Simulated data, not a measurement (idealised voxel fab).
This is a process module. Its name is voxel capacitor over wiring.
Xsec cut, 240 nm wide, square cell size 5 nm.
Just so we're on the same page, the cross-sections are grids of square cells, and they're listed out in bands top to bottom, each band one or more rows deep. Quick guide to a band line: top height, bottom height (nm) up front; then every material left to right with its width in nm. Only one material and it's marked "all across"? Then it fills the band edge to edge. And "empty" just means empty space. For the purposes of this specification, 0 denotes the height below which the wafer in its as-received condition is composed wholly of one material, and the lowermost band, lacking a lower limit, extends downward without end, as expressed in "0..down". You'd read "30..40" like this: the band's top row of cells is as wide as the first number, its bottom row is as wide as the second, and going down, every row changes width by the same amount as the row before did. Any step labelled "no modifications" changed none of the cells in the cross-section. Closed-off voids of 8+ cells (no open route to the top) go in "Tabulated closed voids", written width x height at distance from the left edge, in nm. Read whatever lies past the settings on a step's line as the simulator's own remark about the step. overlay nm: for a step with a mask, the amount by which the mask lay right of where it was planned; a negative amount means left of it.

Here's what the planned process steps look like
1: RECEIVE, material Si
2: CONFORMAL_DEP, material SiO2, thk nm 10
3: CONFORMAL_DEP, material SiN, thk nm 5
4: DIRECTIONAL_DEP, material lowk, thk nm 25
5: MASKED_ETCH, tone open, mask id METAL_1, width nm 20, pitch nm 80, etch materials lowk, depth nm 25, overlay nm 0
6: MASKED_ETCH, tone open, mask id METAL_1, width nm 20, pitch nm 80, etch materials SiN, depth nm 5, overlay nm 0
7: CONFORMAL_DEP, material TiN, thk nm 5
8: FILL_DEP, material Cu, thk nm 5
9: CMP, height nm 40
10: EPI, material Ru, thk nm 5
11: FILL_DEP, material SiCN, thk nm 5
12: DIRECTIONAL_DEP, material SiO2, thk nm 10
13: PATTERN, tone open, mask id PLUG_1, material resist, width nm 15, thk nm 15, overlay nm 0
14: DIRECTIONAL_ETCH, etch materials SiO2, depth nm 10
15: DIRECTIONAL_ETCH, etch materials SiCN, depth nm 5
16: STRIP, etch materials resist
17: CONFORMAL_DEP, material TiN, thk nm 5
18: FILL_DEP, material Ru, thk nm 5
19: CMP, height nm 60
20: DIRECTIONAL_DEP, material TiN, thk nm 5
21: DIRECTIONAL_DEP, material HfO2, thk nm 5
22: DIRECTIONAL_DEP, material TiN, thk nm 10
23: MASKED_ETCH, tone cover, mask id UPPER_PLATE, width nm 65, etch materials TiN, depth nm 10, overlay nm 0
24: MASKED_ETCH, tone cover, mask id UPPER_PLATE, width nm 65, etch materials HfO2, depth nm 5, overlay nm 0
25: MASKED_ETCH, tone cover, mask id LOWER_PLATE, width nm 75, etch materials TiN, depth nm 5, overlay nm 0
26: FILL_DEP, material SiO2, thk nm 20
27: CMP, height nm 95
28: PATTERN, tone open, mask id PLUG_2, material resist, width nm 15, thk nm 20, overlay nm 0
29: DIRECTIONAL_ETCH, etch materials SiO2, depth nm 15
30: STRIP, etch materials resist
31: CONFORMAL_DEP, material TiN, thk nm 5
32: FILL_DEP, material Cu, thk nm 5
33: CMP, height nm 95
34: CONFORMAL_DEP, material SiCN, thk nm 5

Shown in cross-section is the wafer as received, that is, as it stands after step 1
	0..down | Si all across
	Tabulated closed voids: none

One mistake in running the module, otherwise start and plan as above: cross-section at the end
	100..95 | SiCN all across
	95..85 | 85 nm SiO2 / 5 nm TiN / 5 nm Cu / 5 nm TiN / 140 nm SiO2
	85..80 | 85 nm SiO2 / 15 nm TiN / 140 nm SiO2
	80..70 | 75 nm SiO2 / 65 nm TiN / 100 nm SiO2
	70..65 | 75 nm SiO2 / 65 nm HfO2 / 100 nm SiO2
	65..60 | 70 nm SiO2 / 75 nm TiN / 95 nm SiO2
	60..50 | 75 nm SiO2 / 5 nm TiN / 5 nm Ru / 5 nm TiN / 150 nm SiO2
	50..45 | 75 nm SiCN / 15 nm TiN / 150 nm SiCN
	45..40 | 60 nm SiCN / 30 nm Ru / 50 nm SiCN / 30 nm Ru / 70 nm SiCN
	40..20 | 65 nm lowk / 5 nm TiN / 10 nm Cu / 5 nm TiN / 60 nm lowk / 5 nm TiN / 10 nm Cu / 5 nm TiN / 75 nm lowk
	20..15 | 65 nm lowk / 10 nm TiN / 5 nm Cu / 5 nm TiN / 60 nm lowk / 10 nm TiN / 5 nm Cu / 5 nm TiN / 75 nm lowk
	15..10 | 70 nm SiN / 15 nm TiN / 65 nm SiN / 15 nm TiN / 75 nm SiN
	10..0 | SiO2 all across
	0..down | Si all across
	Tabulated closed voids: none
Short version of what went wrong: not per plan at step 5, really ran MASKED_ETCH, tone open, mask id METAL_1, width nm 20, pitch nm 80, etch materials lowk, depth nm 25, overlay nm -5
